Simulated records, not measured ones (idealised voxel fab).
process module | voxel quadruple lines
cross-section cut | 245 nm wide | cells 5 nm
A cross-section is a grid of square cells, given in bands from the top down. A band is one or more rows of cells.
Each band's line starts with the height of the band's top and of its bottom, in nm. Then come its materials from left to right, each with its width in nm. One material with "throughout" fills the band from edge to edge. "air" is empty space.
Height 0 is the level under which the wafer as received is all one material. The lowest band goes on downwards, as in "0 down".
A width such as "30 to 40" changes by the same amount from each row of cells to the next, from the band's top row to its bottom row.
"no change" after a step means that no cell of the cross-section changed.
closed voids: empty space of 8 cells or more with no open way to the top, each as width x height at its distance from the left edge, in nm
after a step's settings: what the simulator itself notes on the step
overlay nm, on a step with a mask: how far to the right of its planned place the mask lay; to the left if negative
plan
1 op RECEIVE | material Si
2 op CONFORMAL_DEP | material Al2O3 | thk nm 5
3 op DIRECTIONAL_DEP | material TiN | thk nm 10
4 op DIRECTIONAL_DEP | material polySi | thk nm 20
5 op DIRECTIONAL_DEP | material aC | thk nm 25
6 op PATTERN | tone cover | mask id MANDREL | material resist | width nm 35 | pitch nm 100 | thk nm 30 | overlay nm -15
7 op DIRECTIONAL_ETCH | etch materials aC | depth nm 25
8 op STRIP | etch materials resist
9 op CONFORMAL_DEP | material SiO2 | thk nm 15
10 op DIRECTIONAL_ETCH | etch materials SiO2 | depth nm 15
11 op STRIP | etch materials aC
12 op DIRECTIONAL_ETCH | etch materials polySi | depth nm 20
13 op STRIP | etch materials SiO2
14 op CONFORMAL_DEP | material SiCN | thk nm 10
15 op DIRECTIONAL_ETCH | etch materials SiCN | depth nm 10
16 op STRIP | etch materials polySi
17 op DIRECTIONAL_ETCH | etch materials TiN | depth nm 10
18 op STRIP | etch materials SiCN
varied across the wafers: overlay nm of step 6. The plan shows the first wafer's value. All wafers start alike
first wafer as received, after step 1
  0 down: Si throughout
  closed voids: none
first wafer at the end, after step 18
  15 to 5: air 15 | TiN 10 | air 15 | TiN 10 | air 15 | TiN 10 | air 15 | TiN 10 | air 15 | TiN 10 | air 15 | TiN 10 | air 15 | TiN 10 | air 15 | TiN 10 | air 45
  5 to 0: Al2O3 throughout
  0 down: Si throughout
  closed voids: none
last wafer at the end
  15 to 5: air 45 | TiN 10 | air 15 | TiN 10 | air 15 | TiN 10 | air 15 | TiN 10 | air 15 | TiN 10 | air 15 | TiN 10 | air 15 | TiN 10 | air 15 | TiN 10 | air 15
  5 to 0: Al2O3 throughout
  0 down: Si throughout
  closed voids: none
each wafer at the end: cells of each material gained (+) or lost (-) since it was received, then its closed voids
overlay nm -15 | +49 Al2O3 | +32 TiN | closed voids: none
overlay nm -10 | +49 Al2O3 | +32 TiN | closed voids: none
overlay nm -5 | +49 Al2O3 | +32 TiN | closed voids: none
overlay nm 0 | +49 Al2O3 | +32 TiN | closed voids: none
overlay nm 5 | +49 Al2O3 | +32 TiN | closed voids: none
overlay nm 10 | +49 Al2O3 | +32 TiN | closed voids: none
overlay nm 15 | +49 Al2O3 | +32 TiN | closed voids: none
